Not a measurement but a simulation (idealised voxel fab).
The name of this process module is voxel plated lines.
Shown is cross-section cut, with a width of 265 nm and square cells of size 5 nm.
Square cells in a grid make up a cross-section in this document, and the grid is given as bands, listed from the top down, each one or more rows of cells. It is stipulated that each band's entry specify, in nanometres, the height of the top of the band and then that of its bottom, followed by the materials of the band in left-to-right sequence, each together with its width in nanometres. A single material marked by the word "throughout" is understood to fill the band from edge to edge; the word "empty" is understood to denote empty space. Convention: height 0 is the level below which the wafer, as received, is all one material. The lowest band does not terminate at the bottom but continues downward, represented as "z 0 and below". Read "30->40" as a graded width: first number on top, second number at the bottom, same change between each pair of neighbouring rows. "stayed the same" for a step: no cell of the cross-section changed in that step. "Listed closed voids" lists enclosed empty spaces (at least 8 cells, no open path upward to the top), each as width x height at distance from the left edge, in nm. Note: text after step settings on the step line = simulator remark on that step. "overlay nm" answers the question of how far to the right of plan the mask lay on a step that has a mask, and when it is negative the answer is to the left.

HERE'S WHAT THE PLANNED PROCESS STEPS LOOK LIKE
1. RECEIVE (material Si)
2. CONFORMAL_DEP (material SiO2; thk nm 15)
3. DIRECTIONAL_DEP (material TiN; thk nm 5)
4. PATTERN (tone open; mask id LINES; material resist; width nm 20; pitch nm 50; thk nm 20; overlay nm 0)
5. EPI (material Ru; thk nm 5)
6. STRIP (etch materials resist)
7. DIRECTIONAL_ETCH (etch materials TiN; depth nm 5)
8. CONFORMAL_DEP (material SiN; thk nm 10)

RECEIVED-STATE CROSS-SECTION, REFLECTING COMPLETION OF STEP 1
> z 0 and below  Si throughout
> Listed closed voids: none

END-OF-MODULE CROSS-SECTION. STARTING STRUCTURE AND PROCESS PLAN AS ABOVE; ONE MISTAKE MADE IN RUNNING IT
> z 50 to 40  35 empty / 40 SiN / 10 empty / 40 SiN / 10 empty / 40 SiN / 10 empty / 40 SiN / 40 empty
> z 40 to 35  45 SiN / 20 Ru / 30 SiN / 20 Ru / 30 SiN / 20 Ru / 30 SiN / 20 Ru / 50 SiN
> z 35 to 30  45 SiN / 20 TiN / 30 SiN / 20 TiN / 30 SiN / 20 TiN / 30 SiN / 20 TiN / 50 SiN
> z 30 to 0  SiO2 throughout
> z 0 and below  Si throughout
> Listed closed voids: none
Here's what went sideways: regarding the plan, step 2 was run twice
